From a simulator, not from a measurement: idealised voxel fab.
The following is a process module called voxel lift off.
Square cell edge 5 nm, section width 175 nm, ID cut.
Cross-section, as written here: a square-cell grid given band by band from the top down, where a band holds one or more rows of cells. Per band: top height and bottom height in nm, followed by the left-to-right materials and their widths in nm; "all across" marks a single material spanning edge to edge, "air" marks empty space. All heights in this document are referenced to 0, defined as the level beneath which the wafer, as received, consists entirely of one material. The lowest band is not bounded below; it extends indefinitely downward and is written in the form "0 and below". A width given as "30->40" starts at the first number in the band's top row and ends at the second number in its bottom row, shifting by an equal amount at every step from row to row. When a step is marked "no modifications", none of the cells in the cross-section changed during that step. Closed empty spaces (no open way to the top) of 8 cells or more are what "Unvented voids" lists, each as width x height at distance from the left edge, nm for all three. Formally, on a step line, whatever follows the settings is a remark that the simulator itself makes on the step. Each step line may optionally specify "overlay nm", which for a step with a mask gives the rightward distance between the mask's planned place and where it lay, a negative value indicating the leftward direction.

### Below is the list of planned process steps
step 1: RECEIVE, material Si
step 2: CONFORMAL_DEP, material SiO2, thk nm 15
step 3: PATTERN, tone open, mask id LINES, material resist, width nm 30, pitch nm 45, thk nm 30, overlay nm -15
step 4: DIRECTIONAL_DEP, material Ru, thk nm 15
step 5: STRIP, etch materials resist
step 6: CONFORMAL_DEP, material SiO2, thk nm 5
It is noted that the wafers described herein are identical at the outset and are distinguished by the overlay nm of step 3; the value stated in the plan corresponds to the first wafer.

### Cross-section, first of several wafers, as delivered after step 1
- 0 and below  Si all across
- Unvented voids: none

### Take any row and you have a wafer at the end of the module: how many cells of each material it has gained (+) or lost (-) since it was received, and then its closed voids
overlay nm -15; +36 Ru; +152 SiO2; Unvented voids: none
overlay nm -10; +36 Ru; +152 SiO2; Unvented voids: none
overlay nm -5; +36 Ru; +152 SiO2; Unvented voids: none
overlay nm 0; +36 Ru; +152 SiO2; Unvented voids: none
overlay nm 5; +36 Ru; +152 SiO2; Unvented voids: none
overlay nm 10; +36 Ru; +152 SiO2; Unvented voids: none
overlay nm 15; +36 Ru; +152 SiO2; Unvented voids: none
